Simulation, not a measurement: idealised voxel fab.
Process module in this document: voxel double patterning
It is cross-section cut that appears here, measuring 295 nm in width, its square cells being 5 nm in size.
Bands, listed from the top down, are how a cross-section gets written in this document; the cross-section itself is a grid of square cells, and a band is one or more rows of them. In this notation a band is specified by the heights of its top and bottom, in that order and in nm, after which its materials appear from left to right, each paired with its width in nm. The word "full width" attached to a single material means that material fills the band from edge to edge; the word "empty" stands for empty space. It should be noted that heights are counted from 0, beneath which the wafer as supplied is of one material throughout, and that the lowest band possesses no lower boundary but continues downward, as written in "0 and below". Top row gets the first number, bottom row gets the second, and each row in between changes by the same step: that is how a band width like "30->40" works. When a step is marked "remained unchanged", none of the cells in the cross-section changed during that step. In the "Closed void listing" entry, you get each enclosed empty space of 8 cells or more, one with no open way to the top, written width x height at distance, distance from the left edge, in nm. Formally, on a step line, whatever follows the settings is a remark that the simulator itself makes on the step. overlay nm, on a step with a mask: how far to the right of its planned place the mask lay; to the left if negative.

### Process steps (planned)
- 1: RECEIVE: material Si
- 2: CONFORMAL_DEP: material SiO2, thk nm 5
- 3: DIRECTIONAL_DEP: material W, thk nm 20
- 4: DIRECTIONAL_DEP: material SiN, thk nm 10
- 5: MASKED_ETCH: tone open, mask id FIRST, width nm 15, pitch nm 50, etch materials SiN, depth nm 10, overlay nm 0
- 6: DIRECTIONAL_DEP: material aC, thk nm 10
- 7: PATTERN: tone open, mask id SECOND, material resist, width nm 15, pitch nm 50, thk nm 30, overlay nm 0
- 8: DIRECTIONAL_ETCH: etch materials aC, depth nm 10
- 9: STRIP: etch materials resist
- 10: DIRECTIONAL_ETCH: etch materials SiN, depth nm 10
- 11: STRIP: etch materials aC
- 12: DIRECTIONAL_ETCH: etch materials W, depth nm 20
- 13: STRIP: etch materials SiN

### First of two wafers - as planned

### Cross-section of the wafer upon arrival, representing the state reached after step 1
- 0 and below: Si full width
- Closed void listing: none

### Wafer section view after processing step 2
- 5 down to 0: SiO2 full width
- below 0: unchanged

### Wafer section view after processing step 3
- 25 down to 5: W full width
- below 5: unchanged

### Wafer section view after processing step 4
- 35 down to 25: SiN full width
- below 25: unchanged

### Wafer section view after processing step 5
- 35 down to 25: SiN: 90, then empty: 15, then SiN: 35, then empty: 15, then SiN: 35, then empty: 15, then SiN: 90
- below 25: unchanged

### Wafer section view after processing step 6
- 45 down to 35: aC: 90, then empty: 15, then aC: 35, then empty: 15, then aC: 35, then empty: 15, then aC: 90
- 35 down to 25: SiN: 90, then aC: 15, then SiN: 35, then aC: 15, then SiN: 35, then aC: 15, then SiN: 90
- below 25: unchanged

### Wafer section view after processing step 7
- 75 down to 45: resist: 115, then empty: 15, then resist: 35, then empty: 15, then resist: 115
- 45 down to 35: aC: 90, then resist: 15, then aC: 35, then resist: 15, then aC: 35, then resist: 15, then aC: 90
- below 35: unchanged

### Wafer section view after processing step 8
- 65 down to 45: resist: 115, then empty: 15, then resist: 35, then empty: 15, then resist: 115
- 45 down to 35: aC: 90, then resist: 15, then aC: 10, then empty: 15, then aC: 10, then resist: 15, then aC: 10, then empty: 15, then aC: 10, then resist: 15, then aC: 90
- below 35: unchanged

### Wafer section view after processing step 9
- 45 down to 35: aC: 90, then empty: 15, then aC: 10, then empty: 15, then aC: 10, then empty: 15, then aC: 10, then empty: 15, then aC: 10, then empty: 15, then aC: 90
- below 35: unchanged

### Wafer section view after processing step 10
- 45 down to 35: aC: 90, then empty: 15, then aC: 10, then empty: 15, then aC: 10, then empty: 15, then aC: 10, then empty: 15, then aC: 10, then empty: 15, then aC: 90
- 35 down to 25: SiN: 90, then aC: 15, then SiN: 10, then empty: 15, then SiN: 10, then aC: 15, then SiN: 10, then empty: 15, then SiN: 10, then aC: 15, then SiN: 90
- below 25: unchanged

### Wafer section view after processing step 11
- 35 down to 25: SiN: 90, then empty: 15, then SiN: 10, then empty: 15, then SiN: 10, then empty: 15, then SiN: 10, then empty: 15, then SiN: 10, then empty: 15, then SiN: 90
- below 25: unchanged

### Wafer section view after processing step 12
- 35 down to 25: SiN: 90, then empty: 15, then SiN: 10, then empty: 15, then SiN: 10, then empty: 15, then SiN: 10, then empty: 15, then SiN: 10, then empty: 15, then SiN: 90
- 25 down to 5: W: 90, then empty: 15, then W: 10, then empty: 15, then W: 10, then empty: 15, then W: 10, then empty: 15, then W: 10, then empty: 15, then W: 90
- below 5: unchanged

### Wafer section view after processing step 13
- 25 down to 5: W: 90, then empty: 15, then W: 10, then empty: 15, then W: 10, then empty: 15, then W: 10, then empty: 15, then W: 10, then empty: 15, then W: 90
- below 5: unchanged

### Here the second wafer is described. Its start and its plan were those of the first wafer. Its run contained one mistake. Up to and including step 5, it did exactly what the first wafer did

### when step 6 should have ended
- 45 down to 35: W: 90, then empty: 15, then W: 35, then empty: 15, then W: 35, then empty: 15, then W: 90
- 35 down to 25: SiN: 90, then W: 15, then SiN: 35, then W: 15, then SiN: 35, then W: 15, then SiN: 90
- below 25: unchanged

### when step 7 should have ended
- 75 down to 45: resist: 115, then empty: 15, then resist: 35, then empty: 15, then resist: 115
- 45 down to 35: W: 90, then resist: 15, then W: 35, then resist: 15, then W: 35, then resist: 15, then W: 90
- below 35: unchanged

### when step 8 should have ended
- 65 down to 45: resist: 115, then empty: 15, then resist: 35, then empty: 15, then resist: 115
- below 45: unchanged

### when step 9 should have ended
- 45 down to 35: W: 90, then empty: 15, then W: 35, then empty: 15, then W: 35, then empty: 15, then W: 90
- below 35: unchanged

when step 10 should have ended: remained unchanged

when step 11 should have ended: remained unchanged

### when step 12 should have ended
- 35 down to 25: SiN: 90, then empty: 15, then SiN: 35, then empty: 15, then SiN: 35, then empty: 15, then SiN: 90
- 25 down to 15: W: 90, then empty: 15, then W: 35, then empty: 15, then W: 35, then empty: 15, then W: 90
- below 15: unchanged

### when step 13 should have ended
- 25 down to 15: W: 90, then empty: 15, then W: 35, then empty: 15, then W: 35, then empty: 15, then W: 90
- below 15: unchanged
So what did we get wrong on this run? step 6 ran with different settings than intended, the actual operation and settings being DIRECTIONAL_DEP: material W, thk nm 10
Once processing is complete, comparing cell counts shows that the second wafer has more or fewer of certain materials than the first: 42 more of W
